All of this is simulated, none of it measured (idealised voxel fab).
process module | voxel double patterning
cross-section cut | 255 nm wide | cells 5 nm
A cross-section is a grid of square cells, given in bands from the top down. A band is one or more rows of cells.
Each band's line starts with the height of the band's top and of its bottom, in nm. Then come its materials from left to right, each with its width in nm. One material with "throughout" fills the band from edge to edge. "air" is empty space.
Height 0 is the level under which the wafer as received is all one material. The lowest band goes on downwards, as in "0 down".
A width such as "30 to 40" changes by the same amount from each row of cells to the next, from the band's top row to its bottom row.
"no change" after a step means that no cell of the cross-section changed.
closed voids: empty space of 8 cells or more with no open way to the top, each as width x height at its distance from the left edge, in nm
after a step's settings: what the simulator itself notes on the step
overlay nm, on a step with a mask: how far to the right of its planned place the mask lay; to the left if negative
plan
1 op RECEIVE | material Si
2 op CONFORMAL_DEP | material SiO2 | thk nm 10
3 op DIRECTIONAL_DEP | material polySi | thk nm 15
4 op DIRECTIONAL_DEP | material SiCN | thk nm 5
5 op DIRECTIONAL_DEP | material aC | thk nm 15
6 op PATTERN | tone open | mask id FIRST | material resist | width nm 15 | pitch nm 50 | thk nm 30 | overlay nm 0
7 op DIRECTIONAL_ETCH | etch materials aC | depth nm 15
8 op STRIP | etch materials resist
9 op DIRECTIONAL_ETCH | etch materials SiCN | depth nm 5
10 op STRIP | etch materials aC
11 op MASKED_ETCH | tone open | mask id SECOND | width nm 15 | pitch nm 50 | etch materials SiCN | depth nm 5 | overlay nm 0
12 op DIRECTIONAL_ETCH | etch materials polySi | depth nm 15
13 op STRIP | etch materials SiCN
first wafer, as planned
as received, after step 1
  0 down: Si throughout
  closed voids: none
after step 2
  10 to 0: SiO2 throughout
  below 0: unchanged
after step 3
  25 to 10: polySi throughout
  below 10: unchanged
after step 4
  30 to 25: SiCN throughout
  below 25: unchanged
after step 5
  45 to 30: aC throughout
  below 30: unchanged
after step 6
  75 to 45: resist 70 | air 15 | resist 35 | air 15 | resist 35 | air 15 | resist 70
  below 45: unchanged
after step 7
  60 to 45: resist 70 | air 15 | resist 35 | air 15 | resist 35 | air 15 | resist 70
  45 to 30: aC 70 | air 15 | aC 35 | air 15 | aC 35 | air 15 | aC 70
  below 30: unchanged
after step 8
  45 to 30: aC 70 | air 15 | aC 35 | air 15 | aC 35 | air 15 | aC 70
  below 30: unchanged
after step 9
  45 to 30: aC 70 | air 15 | aC 35 | air 15 | aC 35 | air 15 | aC 70
  30 to 25: SiCN 70 | air 15 | SiCN 35 | air 15 | SiCN 35 | air 15 | SiCN 70
  below 25: unchanged
after step 10
  30 to 25: SiCN 70 | air 15 | SiCN 35 | air 15 | SiCN 35 | air 15 | SiCN 70
  below 25: unchanged
after step 11
  30 to 25: SiCN 70 | air 15 | SiCN 10 | air 15 | SiCN 10 | air 15 | SiCN 10 | air 15 | SiCN 10 | air 15 | SiCN 70
  below 25: unchanged
after step 12
  30 to 25: SiCN 70 | air 15 | SiCN 10 | air 15 | SiCN 10 | air 15 | SiCN 10 | air 15 | SiCN 10 | air 15 | SiCN 70
  25 to 10: polySi 70 | air 15 | polySi 10 | air 15 | polySi 10 | air 15 | polySi 10 | air 15 | polySi 10 | air 15 | polySi 70
  below 10: unchanged
after step 13
  25 to 10: polySi 70 | air 15 | polySi 10 | air 15 | polySi 10 | air 15 | polySi 10 | air 15 | polySi 10 | air 15 | polySi 70
  below 10: unchanged
second wafer: like start, like plan, one mistake. Through step 1 it matches the first wafer
when step 2 should have ended: no change
when step 3 should have ended
  15 to 0: polySi throughout
  below 0: unchanged
when step 4 should have ended
  20 to 15: SiCN throughout
  below 15: unchanged
when step 5 should have ended
  35 to 20: aC throughout
  below 20: unchanged
when step 6 should have ended
  65 to 35: resist 70 | air 15 | resist 35 | air 15 | resist 35 | air 15 | resist 70
  below 35: unchanged
when step 7 should have ended
  50 to 35: resist 70 | air 15 | resist 35 | air 15 | resist 35 | air 15 | resist 70
  35 to 20: aC 70 | air 15 | aC 35 | air 15 | aC 35 | air 15 | aC 70
  below 20: unchanged
when step 8 should have ended
  35 to 20: aC 70 | air 15 | aC 35 | air 15 | aC 35 | air 15 | aC 70
  below 20: unchanged
when step 9 should have ended
  35 to 20: aC 70 | air 15 | aC 35 | air 15 | aC 35 | air 15 | aC 70
  20 to 15: SiCN 70 | air 15 | SiCN 35 | air 15 | SiCN 35 | air 15 | SiCN 70
  below 15: unchanged
when step 10 should have ended
  20 to 15: SiCN 70 | air 15 | SiCN 35 | air 15 | SiCN 35 | air 15 | SiCN 70
  below 15: unchanged
when step 11 should have ended
  20 to 15: SiCN 70 | air 15 | SiCN 10 | air 15 | SiCN 10 | air 15 | SiCN 10 | air 15 | SiCN 10 | air 15 | SiCN 70
  below 15: unchanged
when step 12 should have ended
  20 to 15: SiCN 70 | air 15 | SiCN 10 | air 15 | SiCN 10 | air 15 | SiCN 10 | air 15 | SiCN 10 | air 15 | SiCN 70
  15 to 0: polySi 70 | air 15 | polySi 10 | air 15 | polySi 10 | air 15 | polySi 10 | air 15 | polySi 10 | air 15 | polySi 70
  below 0: unchanged
when step 13 should have ended
  15 to 0: polySi 70 | air 15 | polySi 10 | air 15 | polySi 10 | air 15 | polySi 10 | air 15 | polySi 10 | air 15 | polySi 70
  below 0: unchanged
what went wrong: step 2 was left out
at the end the second wafer has, in cells: 102 fewer of SiO2
